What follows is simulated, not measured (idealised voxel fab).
voxel wiring stack: a process module
FYI the section here is cut, 210 nm wide, cells are 5 nm squares.
Reading order for cross-sections: top band down to bottom band. Underlying form: a grid of square cells. Band size: one or more rows of cells. A band entry consists of two parts. The first gives the height of the band's top and the height of its bottom, in nm. The rest lists the band's materials from left to right, each with its width in nm. A single material labelled with the word "all across" fills the band from edge to edge, and the word "air" marks empty space. A quick word on heights: they are counted from 0, and under that level the wafer as it came to us is one material throughout. The lowest band is different from the rest in having no bottom; it simply continues downward, written as in "from 0 down". Read "30->40" as a graded width: first number on top, second number at the bottom, same change between each pair of neighbouring rows. A step reported as "stayed the same" is a step in which no cell of the cross-section changed. Entry "Enclosed voids" = empty spaces >= 8 cells with no open way to the top; each as width x height at distance, distance from left edge, all nm. Where a step's line continues beyond its settings, the continuation is a remark by the simulator itself on that step. Among the settings permitted on a step's line is "overlay nm"; applied to a step with a mask, it specifies the extent to which the mask lay to the right of its planned position, whereas a negative figure signifies a position to the left.

### Planned step list for the process
1: RECEIVE,material Si
2: CONFORMAL_DEP,material SiO2,thk nm 15
3: DIRECTIONAL_DEP,material TiN,thk nm 5
4: DIRECTIONAL_DEP,material Ru,thk nm 25
5: DIRECTIONAL_DEP,material aC,thk nm 15
6: PATTERN,tone cover,mask id METAL_1,material resist,width nm 30,pitch nm 55,thk nm 35,overlay nm 0
7: DIRECTIONAL_ETCH,etch materials aC,depth nm 15
8: STRIP,etch materials resist
9: DIRECTIONAL_ETCH,etch materials Ru,depth nm 25
10: DIRECTIONAL_ETCH,etch materials TiN,depth nm 5
11: STRIP,etch materials aC
12: CONFORMAL_DEP,material SiN,thk nm 5
13: FILL_DEP,material SiO2,thk nm 5
14: CMP,height nm 45
15: CONFORMAL_DEP,material SiCN,thk nm 5
16: DIRECTIONAL_DEP,material SiO2,thk nm 35
17: MASKED_ETCH,tone open,mask id METAL_2_HOLES,width nm 15,pitch nm 55,etch materials SiO2,depth nm 35,overlay nm 0
18: MASKED_ETCH,tone open,mask id METAL_2,width nm 30,pitch nm 55,etch materials SiO2,depth nm 20,overlay nm 0
19: MASKED_ETCH,tone open,mask id METAL_2,width nm 30,pitch nm 55,etch materials SiCN,depth nm 5,overlay nm 0
20: CONFORMAL_DEP,material TiN,thk nm 5
21: FILL_DEP,material Ru,thk nm 5
22: CMP,height nm 85
23: CONFORMAL_DEP,material SiCN,thk nm 5
24: DIRECTIONAL_DEP,material lowk,thk nm 15
25: PATTERN,tone open,mask id PLUG_2,material resist,width nm 15,thk nm 20,overlay nm 0
26: DIRECTIONAL_ETCH,etch materials lowk,depth nm 15
27: DIRECTIONAL_ETCH,etch materials SiCN,depth nm 5
28: STRIP,etch materials resist
29: EPI,material Ru,thk nm 10
30: EPI,material Ru,thk nm 10
31: DIRECTIONAL_DEP,material TiN,thk nm 5
32: DIRECTIONAL_DEP,material Ru,thk nm 15
33: MASKED_ETCH,tone cover,mask id METAL_3,width nm 30,pitch nm 55,etch materials Ru,depth nm 15,overlay nm 0
34: MASKED_ETCH,tone cover,mask id METAL_3,width nm 30,pitch nm 55,etch materials TiN,depth nm 5,overlay nm 0
35: CONFORMAL_DEP,material SiN,thk nm 5
36: FILL_DEP,material SiO2,thk nm 10
37: CMP,height nm 125
38: CONFORMAL_DEP,material SiN,thk nm 5

### Concerning the first of two wafers, which was run in accordance with the plan

### Cross-section of the wafer upon arrival, representing the state reached after step 1
from 0 down | Si all across
Enclosed voids: none

### Sectional view: wafer, after step 2
from 15 to 0 | SiO2 all across
Under 0: no change, same as before.

### Sectional view: wafer, after step 3
from 20 to 15 | TiN all across
Under 15: no change, same as before.

### Sectional view: wafer, after step 4
from 45 to 20 | Ru all across
Under 20: no change, same as before.

### Sectional view: wafer, after step 5
from 60 to 45 | aC all across
Under 45: no change, same as before.

### Sectional view: wafer, after step 6
from 95 to 60 | air 60 nm; resist 30 nm; air 25 nm; resist 30 nm; air 65 nm
Under 60: no change, same as before.

### Sectional view: wafer, after step 7
from 80 to 60 | air 60 nm; resist 30 nm; air 25 nm; resist 30 nm; air 65 nm
from 60 to 45 | air 60 nm; aC 30 nm; air 25 nm; aC 30 nm; air 65 nm
Under 45: no change, same as before.

### Sectional view: wafer, after step 8
from 60 to 45 | air 60 nm; aC 30 nm; air 25 nm; aC 30 nm; air 65 nm
Under 45: no change, same as before.

### Sectional view: wafer, after step 9
from 60 to 45 | air 60 nm; aC 30 nm; air 25 nm; aC 30 nm; air 65 nm
from 45 to 20 | air 60 nm; Ru 30 nm; air 25 nm; Ru 30 nm; air 65 nm
Under 20: no change, same as before.

### Sectional view: wafer, after step 10
from 60 to 45 | air 60 nm; aC 30 nm; air 25 nm; aC 30 nm; air 65 nm
from 45 to 20 | air 60 nm; Ru 30 nm; air 25 nm; Ru 30 nm; air 65 nm
from 20 to 15 | air 60 nm; TiN 30 nm; air 25 nm; TiN 30 nm; air 65 nm
Under 15: no change, same as before.

### Sectional view: wafer, after step 11
from 45 to 20 | air 60 nm; Ru 30 nm; air 25 nm; Ru 30 nm; air 65 nm
Under 20: no change, same as before.

### Sectional view: wafer, after step 12
from 50 to 45 | air 55 nm; SiN 40 nm; air 15 nm; SiN 40 nm; air 60 nm
from 45 to 20 | air 55 nm; SiN 5 nm; Ru 30 nm; SiN 5 nm; air 15 nm; SiN 5 nm; Ru 30 nm; SiN 5 nm; air 60 nm
from 20 to 15 | SiN 60 nm; TiN 30 nm; SiN 25 nm; TiN 30 nm; SiN 65 nm
Under 15: no change, same as before.

### Sectional view: wafer, after step 13
from 55 to 50 | SiO2 all across
from 50 to 45 | SiO2 55 nm; SiN 40 nm; SiO2 15 nm; SiN 40 nm; SiO2 60 nm
from 45 to 20 | SiO2 55 nm; SiN 5 nm; Ru 30 nm; SiN 5 nm; SiO2 15 nm; SiN 5 nm; Ru 30 nm; SiN 5 nm; SiO2 60 nm
Under 20: no change, same as before.

### Sectional view: wafer, after step 14
from 45 to 20 | SiO2 55 nm; SiN 5 nm; Ru 30 nm; SiN 5 nm; SiO2 15 nm; SiN 5 nm; Ru 30 nm; SiN 5 nm; SiO2 60 nm
Under 20: no change, same as before.

### Sectional view: wafer, after step 15
from 50 to 45 | SiCN all across
Under 45: no change, same as before.

### Sectional view: wafer, after step 16
from 85 to 50 | SiO2 all across
Under 50: no change, same as before.

### Sectional view: wafer, after step 17
from 85 to 50 | SiO2 60 nm; air 15 nm; SiO2 40 nm; air 15 nm; SiO2 80 nm
Under 50: no change, same as before.

### Sectional view: wafer, after step 18
from 85 to 65 | SiO2 60 nm; air 30 nm; SiO2 25 nm; air 30 nm; SiO2 65 nm
Under 65: no change, same as before.

### Sectional view: wafer, after step 19
from 85 to 65 | SiO2 60 nm; air 30 nm; SiO2 25 nm; air 30 nm; SiO2 65 nm
from 65 to 50 | SiO2 60 nm; air 15 nm; SiO2 40 nm; air 15 nm; SiO2 80 nm
from 50 to 45 | SiCN 60 nm; air 15 nm; SiCN 40 nm; air 15 nm; SiCN 80 nm
Under 45: no change, same as before.

### Sectional view: wafer, after step 20
from 90 to 85 | TiN 65 nm; air 20 nm; TiN 35 nm; air 20 nm; TiN 70 nm
from 85 to 70 | SiO2 60 nm; TiN 5 nm; air 20 nm; TiN 5 nm; SiO2 25 nm; TiN 5 nm; air 20 nm; TiN 5 nm; SiO2 65 nm
from 70 to 65 | SiO2 60 nm; TiN 5 nm; air 5 nm; TiN 20 nm; SiO2 25 nm; TiN 5 nm; air 5 nm; TiN 20 nm; SiO2 65 nm
from 65 to 50 | SiO2 60 nm; TiN 5 nm; air 5 nm; TiN 5 nm; SiO2 40 nm; TiN 5 nm; air 5 nm; TiN 5 nm; SiO2 80 nm
from 50 to 45 | SiCN 60 nm; TiN 15 nm; SiCN 40 nm; TiN 15 nm; SiCN 80 nm
Under 45: no change, same as before.

### Sectional view: wafer, after step 21
from 95 to 90 | Ru all across
from 90 to 85 | TiN 65 nm; Ru 20 nm; TiN 35 nm; Ru 20 nm; TiN 70 nm
from 85 to 70 | SiO2 60 nm; TiN 5 nm; Ru 20 nm; TiN 5 nm; SiO2 25 nm; TiN 5 nm; Ru 20 nm; TiN 5 nm; SiO2 65 nm
from 70 to 65 | SiO2 60 nm; TiN 5 nm; Ru 5 nm; TiN 20 nm; SiO2 25 nm; TiN 5 nm; Ru 5 nm; TiN 20 nm; SiO2 65 nm
from 65 to 50 | SiO2 60 nm; TiN 5 nm; Ru 5 nm; TiN 5 nm; SiO2 40 nm; TiN 5 nm; Ru 5 nm; TiN 5 nm; SiO2 80 nm
Under 50: no change, same as before.

### Sectional view: wafer, after step 22
from 85 to 70 | SiO2 60 nm; TiN 5 nm; Ru 20 nm; TiN 5 nm; SiO2 25 nm; TiN 5 nm; Ru 20 nm; TiN 5 nm; SiO2 65 nm
Under 70: no change, same as before.

### Sectional view: wafer, after step 23
from 90 to 85 | SiCN all across
Under 85: no change, same as before.

### Sectional view: wafer, after step 24
from 105 to 90 | lowk all across
Under 90: no change, same as before.

### Sectional view: wafer, after step 25
from 125 to 105 | resist 60 nm; air 15 nm; resist 135 nm
Under 105: no change, same as before.

### Sectional view: wafer, after step 26
from 125 to 105 | resist 60 nm; air 15 nm; resist 135 nm
from 105 to 90 | lowk 60 nm; air 15 nm; lowk 135 nm
Under 90: no change, same as before.

### Sectional view: wafer, after step 27
from 125 to 105 | resist 60 nm; air 15 nm; resist 135 nm
from 105 to 90 | lowk 60 nm; air 15 nm; lowk 135 nm
from 90 to 85 | SiCN 60 nm; air 15 nm; SiCN 135 nm
Under 85: no change, same as before.

### Sectional view: wafer, after step 28
from 105 to 90 | lowk 60 nm; air 15 nm; lowk 135 nm
Under 90: no change, same as before.

### Sectional view: wafer, after step 29
from 105 to 95 | lowk 60 nm; air 15 nm; lowk 135 nm
from 95 to 90 | lowk 60 nm; Ru 15 nm; lowk 135 nm
from 90 to 85 | SiCN 60 nm; Ru 15 nm; SiCN 135 nm
Under 85: no change, same as before.

### Sectional view: wafer, after step 30
from 105 to 90 | lowk 60 nm; Ru 15 nm; lowk 135 nm
Under 90: no change, same as before.

### Sectional view: wafer, after step 31
from 110 to 105 | TiN all across
Under 105: no change, same as before.

### Sectional view: wafer, after step 32
from 125 to 110 | Ru all across
Under 110: no change, same as before.

### Sectional view: wafer, after step 33
from 125 to 110 | air 60 nm; Ru 30 nm; air 25 nm; Ru 30 nm; air 65 nm
Under 110: no change, same as before.

### Sectional view: wafer, after step 34
from 125 to 110 | air 60 nm; Ru 30 nm; air 25 nm; Ru 30 nm; air 65 nm
from 110 to 105 | air 60 nm; TiN 30 nm; air 25 nm; TiN 30 nm; air 65 nm
Under 105: no change, same as before.

### Sectional view: wafer, after step 35
from 130 to 125 | air 55 nm; SiN 40 nm; air 15 nm; SiN 40 nm; air 60 nm
from 125 to 110 | air 55 nm; SiN 5 nm; Ru 30 nm; SiN 5 nm; air 15 nm; SiN 5 nm; Ru 30 nm; SiN 5 nm; air 60 nm
from 110 to 105 | SiN 60 nm; TiN 30 nm; SiN 25 nm; TiN 30 nm; SiN 65 nm
Under 105: no change, same as before.

### Sectional view: wafer, after step 36
from 140 to 130 | SiO2 all across
from 130 to 125 | SiO2 55 nm; SiN 40 nm; SiO2 15 nm; SiN 40 nm; SiO2 60 nm
from 125 to 110 | SiO2 55 nm; SiN 5 nm; Ru 30 nm; SiN 5 nm; SiO2 15 nm; SiN 5 nm; Ru 30 nm; SiN 5 nm; SiO2 60 nm
Under 110: no change, same as before.

### Sectional view: wafer, after step 37
from 125 to 110 | SiO2 55 nm; SiN 5 nm; Ru 30 nm; SiN 5 nm; SiO2 15 nm; SiN 5 nm; Ru 30 nm; SiN 5 nm; SiO2 60 nm
Under 110: no change, same as before.

### Sectional view: wafer, after step 38
from 130 to 125 | SiN all across
Under 125: no change, same as before.

### Okay, second wafer. Nothing different at the start, nothing different in the plan, just one mistake somewhere in the running. As far as step 31, counting that step, it's the first wafer all over again

### At the planned end of step 32, the second wafer in cross-section
from 115 to 110 | Ru all across
Under 110: no change, same as before.

### At the planned end of step 33, the second wafer in cross-section
from 115 to 110 | air 60 nm; Ru 30 nm; air 25 nm; Ru 30 nm; air 65 nm
Under 110: no change, same as before.

### At the planned end of step 34, the second wafer in cross-section
from 115 to 110 | air 60 nm; Ru 30 nm; air 25 nm; Ru 30 nm; air 65 nm
from 110 to 105 | air 60 nm; TiN 30 nm; air 25 nm; TiN 30 nm; air 65 nm
Under 105: no change, same as before.

### At the planned end of step 35, the second wafer in cross-section
from 120 to 115 | air 55 nm; SiN 40 nm; air 15 nm; SiN 40 nm; air 60 nm
from 115 to 110 | air 55 nm; SiN 5 nm; Ru 30 nm; SiN 5 nm; air 15 nm; SiN 5 nm; Ru 30 nm; SiN 5 nm; air 60 nm
from 110 to 105 | SiN 60 nm; TiN 30 nm; SiN 25 nm; TiN 30 nm; SiN 65 nm
Under 105: no change, same as before.

### At the planned end of step 36, the second wafer in cross-section
from 130 to 120 | SiO2 all across
from 120 to 115 | SiO2 55 nm; SiN 40 nm; SiO2 15 nm; SiN 40 nm; SiO2 60 nm
from 115 to 110 | SiO2 55 nm; SiN 5 nm; Ru 30 nm; SiN 5 nm; SiO2 15 nm; SiN 5 nm; Ru 30 nm; SiN 5 nm; SiO2 60 nm
Under 110: no change, same as before.

### At the planned end of step 37, the second wafer in cross-section
from 125 to 120 | SiO2 all across
Under 120: no change, same as before.

### At the planned end of step 38, the second wafer in cross-section
from 130 to 125 | SiN all across
Under 125: no change, same as before.
What went wrong in running the wafer? rather than as planned, step 32 actually ran as DIRECTIONAL_DEP,material Ru,thk nm 5
Cell-count delta at end, second wafer over first, by material: 24 fewer of Ru | 8 more of SiN | 16 more of SiO2
